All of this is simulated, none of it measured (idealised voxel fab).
The process module that follows is named voxel local oxidation.
240 nm wide, 5 nm square cells: that's cross-section cut.
Notation: cross-section as square-cell grid; stated in bands, top first, going down; one or more cell rows per band. The entry gives the band's vertical extent as a top height and a bottom height in nm, then its horizontal make-up as materials from left to right, each with a width in nm. "air" stands for empty space; a single material marked "edge to edge" fills the band edge to edge. Heights are reckoned from 0. Under this level, the received wafer is all of one material. The bottommost band is open-ended downward, for example "0 nm and below". With a width like "30->40", each row of cells in the band differs from the next by the same amount, the top row carrying the first number and the bottom row the second. Step note "remained the same" = no cross-section cell changed. "Closed void roster" specifies each empty space that is not open to the top and that occupies no fewer than 8 cells, using the form width x height at distance, the distance measured from the left edge and all three quantities in nm. On a step's line, text after the settings is the simulator commenting on that step. Steps that use a mask can have "overlay nm" on their line. It says how far the mask sat to the right of where it was meant to be. Negative means to the left.

Steps planned for the process:
1) RECEIVE (material Si)
2) CONFORMAL_DEP (material SiO2; thk nm 5)
3) CONFORMAL_DEP (material SiN; thk nm 10)
4) DIRECTIONAL_DEP (material aC; thk nm 15)
5) PATTERN (tone cover; mask id ACTIVE; material resist; width nm 115; thk nm 30; overlay nm 0)
6) DIRECTIONAL_ETCH (etch materials aC; depth nm 15)
7) STRIP (etch materials resist)
8) DIRECTIONAL_ETCH (etch materials SiN; depth nm 10)
9) STRIP (etch materials aC)
10) SELECTIVE_ETCH (etch materials SiO2; depth nm 5)
11) OXIDIZE (depth nm 10)
12) STRIP (etch materials SiN)

Here's what the wafer looked like in cross-section when it arrived - that's after step 1:
    0 nm and below | Si edge to edge
    Closed void roster: none

The first of two wafers, cross-sectioned at the end of the module, with the run proceeding as planned:
    5 nm to 0 nm | 65 nm air | 105 nm SiO2 | 70 nm air
    0 nm to -10 nm | 75 nm SiO2 | 85 nm Si | 80 nm SiO2
    -10 nm and below | Si edge to edge
    Closed void roster: none

Cross-sectional image of the second wafer of the two following completion of the module. Starting state and process plan were the same as for the first wafer; one execution error occurred:
    5 nm to 0 nm | 55 nm air | 105 nm SiO2 | 80 nm air
    0 nm to -10 nm | 65 nm SiO2 | 85 nm Si | 90 nm SiO2
    -10 nm and below | Si edge to edge
    Closed void roster: none
In executing the process, a mistake was made relative to the plan: contrary to plan, step 5 was performed as PATTERN (tone cover; mask id ACTIVE; material resist; width nm 115; thk nm 30; overlay nm -10)
In the final comparison it is observed that the number of cells assigned to each material is identical for the two wafers, whereas their placement is not.
